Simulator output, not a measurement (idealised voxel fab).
This is a process module. Its name is voxel self aligned contacts.
Pictured: cross-section cut, 250 nm wide, on a grid of 5 nm square cells.
Square cells in a grid make up a cross-section in this document, and the grid is given as bands, listed from the top down, each one or more rows of cells.
Quick guide to a band line: top height, bottom height (nm) up front; then every material left to right with its width in nm. Only one material and it's marked "all across"? Then it fills the band edge to edge. And "empty" just means empty space.
The level at which height equals 0 is the one under which the wafer, as it arrives, is entirely one material. No lower edge exists for the bottom band, which continues downward and is notated as in "0 -> down".
Think of "30->40" as a width that walks from the first number to the second as you go down the band, top row to bottom row, taking equal-sized steps from row to row.
Given "all unchanged" for a step, no cell of the cross-section differs between before and after that step.
Empty spaces counting at least 8 cells and having no open way to the top are listed in "Sealed internal cavities". The notation width x height at distance is used for each, the distance being from the left edge and all three values in nm.
What comes after the settings on a step's line is commentary from the simulator itself on that step.
The setting "overlay nm" may be written on the line of a step. When the step uses a mask, the value reports how far to the right of the planned place the mask lay, and a negative value reports that it lay to the left.

Here's what the planned process steps look like:
1. RECEIVE,material Si
2. CONFORMAL_DEP,material SiO2,thk nm 5
3. DIRECTIONAL_DEP,material polySi,thk nm 20
4. DIRECTIONAL_DEP,material SiN,thk nm 20
5. DIRECTIONAL_DEP,material aC,thk nm 15
6. PATTERN,tone cover,mask id GATE,material resist,width nm 35,pitch nm 70,thk nm 35,overlay nm 0
7. DIRECTIONAL_ETCH,etch materials aC,depth nm 15
8. STRIP,etch materials resist
9. DIRECTIONAL_ETCH,etch materials SiN,depth nm 20
10. DIRECTIONAL_ETCH,etch materials polySi,depth nm 20
11. STRIP,etch materials aC
12. CONFORMAL_DEP,material SiN,thk nm 5
13. DIRECTIONAL_ETCH,etch materials SiN,depth nm 5
14. FILL_DEP,material SiO2,thk nm 10
15. CMP,height nm 50
16. DIRECTIONAL_DEP,material aC,thk nm 15
17. PATTERN,tone open,mask id CONTACT,material resist,width nm 55,thk nm 30,overlay nm 0
18. DIRECTIONAL_ETCH,etch materials aC,depth nm 15
19. STRIP,etch materials resist
20. DIRECTIONAL_ETCH,etch materials SiO2,depth nm 50
21. STRIP,etch materials aC
22. CONFORMAL_DEP,material TiN,thk nm 5
23. FILL_DEP,material W,thk nm 10
24. CMP,height nm 50
25. CONFORMAL_DEP,material SiCN,thk nm 5

Here's what the wafer looked like in cross-section when it arrived - that's after step 1:
- 0 -> down  Si all across
- Sealed internal cavities: none

Figure: cross-sectional view of the wafer upon completion of the module, processed from the initial state and according to the plan depicted above, with one error introduced during execution:
- 55 -> 50  SiCN all across
- 50 -> 45  95 nm SiO2  55 nm TiN  100 nm SiO2
- 45 -> 25  75 nm SiN  20 nm SiO2  5 nm TiN  45 nm SiN  5 nm TiN  20 nm SiO2  80 nm SiN
- 25 -> 5  70 nm polySi  5 nm SiN  20 nm SiO2  5 nm TiN  5 nm SiN  35 nm polySi  5 nm SiN  5 nm TiN  20 nm SiO2  5 nm SiN  75 nm polySi
- 5 -> 0  95 nm SiO2  5 nm TiN  45 nm SiO2  5 nm TiN  100 nm SiO2
- 0 -> down  Si all across
- Sealed internal cavities: none
Heads up, the wafer didn't run the way we planned it: step 6 deviated from plan and actually ran as PATTERN,tone open,mask id GATE,material resist,width nm 35,pitch nm 70,thk nm 35,overlay nm 0
